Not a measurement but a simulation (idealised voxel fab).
Process module name: voxel capacitor over wiring
Pictured: cross-section cut, 225 nm wide, on a grid of 5 nm square cells.
Cross-section = grid of square cells, listed top down in bands; band = one or more rows.
Quick guide to a band line: top height, bottom height (nm) up front; then every material left to right with its width in nm. Only one material and it's marked "full width"? Then it fills the band edge to edge. And "blank" just means empty space.
Convention: height 0 is the level below which the wafer, as received, is all one material. The lowest band does not terminate at the bottom but continues downward, represented as "from 0 down".
Read "30..40" as a graded width: first number on top, second number at the bottom, same change between each pair of neighbouring rows.
For the purposes of this document, the phrase "remained unchanged" attached to a step denotes that no cell within the cross-section was modified by that step.
Enclosed voids (no open way to top), threshold 8 cells or more, entry "Closed-off voids", notation width x height at distance, distance from left edge, nm.
Text after the settings on a step's line: the simulator's own remark on that step.
Among the settings permitted on a step's line is "overlay nm"; applied to a step with a mask, it specifies the extent to which the mask lay to the right of its planned position, whereas a negative figure signifies a position to the left.

PLANNED PROCESS STEPS
1: RECEIVE: material Si
2: CONFORMAL_DEP: material SiO2, thk nm 10
3: DIRECTIONAL_DEP: material TiN, thk nm 5
4: DIRECTIONAL_DEP: material Ru, thk nm 20
5: PATTERN: tone cover, mask id METAL_1, material resist, width nm 20, pitch nm 80, thk nm 15, overlay nm 0
6: DIRECTIONAL_ETCH: etch materials Ru, depth nm 20
7: DIRECTIONAL_ETCH: etch materials TiN, depth nm 5
8: STRIP: etch materials resist
9: FILL_DEP: material lowk, thk nm 10
10: CMP: height nm 35
11: CONFORMAL_DEP: material SiCN, thk nm 5
12: DIRECTIONAL_DEP: material lowk, thk nm 20
13: DIRECTIONAL_DEP: material aC, thk nm 15
14: PATTERN: tone open, mask id PLUG_1, material resist, width nm 15, thk nm 35, overlay nm 0
15: DIRECTIONAL_ETCH: etch materials aC, depth nm 15
16: STRIP: etch materials resist
17: DIRECTIONAL_ETCH: etch materials lowk, depth nm 20
18: DIRECTIONAL_ETCH: etch materials SiCN, depth nm 5
19: STRIP: etch materials aC
20: CONFORMAL_DEP: material TiN, thk nm 5
21: FILL_DEP: material W, thk nm 10
22: CMP: height nm 60
23: DIRECTIONAL_DEP: material TiN, thk nm 5
24: DIRECTIONAL_DEP: material Al2O3, thk nm 5
25: DIRECTIONAL_DEP: material TiN, thk nm 5
26: MASKED_ETCH: tone cover, mask id UPPER_PLATE, width nm 65, etch materials TiN, depth nm 5, overlay nm 0
27: MASKED_ETCH: tone cover, mask id UPPER_PLATE, width nm 65, etch materials Al2O3, depth nm 5, overlay nm 0
28: DIRECTIONAL_DEP: material aC, thk nm 15
29: PATTERN: tone cover, mask id LOWER_PLATE, material resist, width nm 75, thk nm 30, overlay nm 0
30: DIRECTIONAL_ETCH: etch materials aC, depth nm 15
31: STRIP: etch materials resist
32: DIRECTIONAL_ETCH: etch materials TiN, depth nm 5
33: STRIP: etch materials aC
34: FILL_DEP: material SiO2, thk nm 20
35: CMP: height nm 90
36: DIRECTIONAL_DEP: material aC, thk nm 10
37: PATTERN: tone open, mask id PLUG_2, material resist, width nm 15, thk nm 30, overlay nm 0
38: DIRECTIONAL_ETCH: etch materials aC, depth nm 10
39: STRIP: etch materials resist
40: DIRECTIONAL_ETCH: etch materials SiO2, depth nm 15
41: STRIP: etch materials aC
42: CONFORMAL_DEP: material TiN, thk nm 5
43: FILL_DEP: material Cu, thk nm 5
44: CMP: height nm 90
45: CONFORMAL_DEP: material SiCN, thk nm 5

CROSS-SECTION OF THE WAFER AS IT CAME TO US, I.E., ALREADY THROUGH STEP 1
    from 0 down: Si full width
    Closed-off voids: none

AS-PLANNED RUN: CROSS-SECTION OF THE FIRST OF TWO WAFERS AT END OF MODULE
    from 95 to 90: SiCN full width
    from 90 to 80: SiO2: 75 | TiN: 5 | Cu: 5 | TiN: 5 | SiO2: 135
    from 80 to 70: SiO2: 75..65 | TiN: 15..65 | SiO2: 135..95
    from 70 to 65: SiO2: 65 | Al2O3: 65 | SiO2: 95
    from 65 to 60: SiO2: 60 | TiN: 75 | SiO2: 90
    from 60 to 40: lowk: 65 | TiN: 5 | W: 5 | TiN: 5 | lowk: 145
    from 40 to 35: SiCN: 65 | TiN: 15 | SiCN: 145
    from 35 to 15: lowk: 60 | Ru: 20 | lowk: 60 | Ru: 20 | lowk: 65
    from 15 to 10: lowk: 60 | TiN: 20 | lowk: 60 | TiN: 20 | lowk: 65
    from 10 to 0: SiO2 full width
    from 0 down: Si full width
    Closed-off voids: none

WAFER TWO, SECTIONED AFTER THE MODULE: THE FIRST WAFER'S START, THE FIRST WAFER'S PLAN, AND ONE MISTAKE IN HOW IT WAS RUN
    from 95 to 90: SiCN full width
    from 90 to 80: SiO2: 75 | TiN: 5 | Cu: 5 | TiN: 5 | SiO2: 135
    from 80 to 75: SiO2: 75 | TiN: 15 | SiO2: 135
    from 75 to 70: SiO2: 60 | TiN: 5 | SiO2: 65 | TiN: 5 | SiO2: 90
    from 70 to 65: Al2O3 full width
    from 65 to 60: TiN full width
    from 60 to 40: lowk: 65 | TiN: 5 | W: 5 | TiN: 5 | lowk: 145
    from 40 to 35: SiCN: 65 | TiN: 15 | SiCN: 145
    from 35 to 15: lowk: 60 | Ru: 20 | lowk: 60 | Ru: 20 | lowk: 65
    from 15 to 10: lowk: 60 | TiN: 20 | lowk: 60 | TiN: 20 | lowk: 65
    from 10 to 0: SiO2 full width
    from 0 down: Si full width
    Closed-off voids: none
The plan and the run diverged here: it should be noted that step 26 was executed with settings other than those planned, the operation and settings actually applied being MASKED_ETCH: tone open, mask id UPPER_PLATE, width nm 65, etch materials TiN, depth nm 5, overlay nm 0
In the final state, the cell counts of the second wafer exceed or fall short of those of the first for the following materials: +32 Al2O3 | -51 SiO2 | +19 TiN
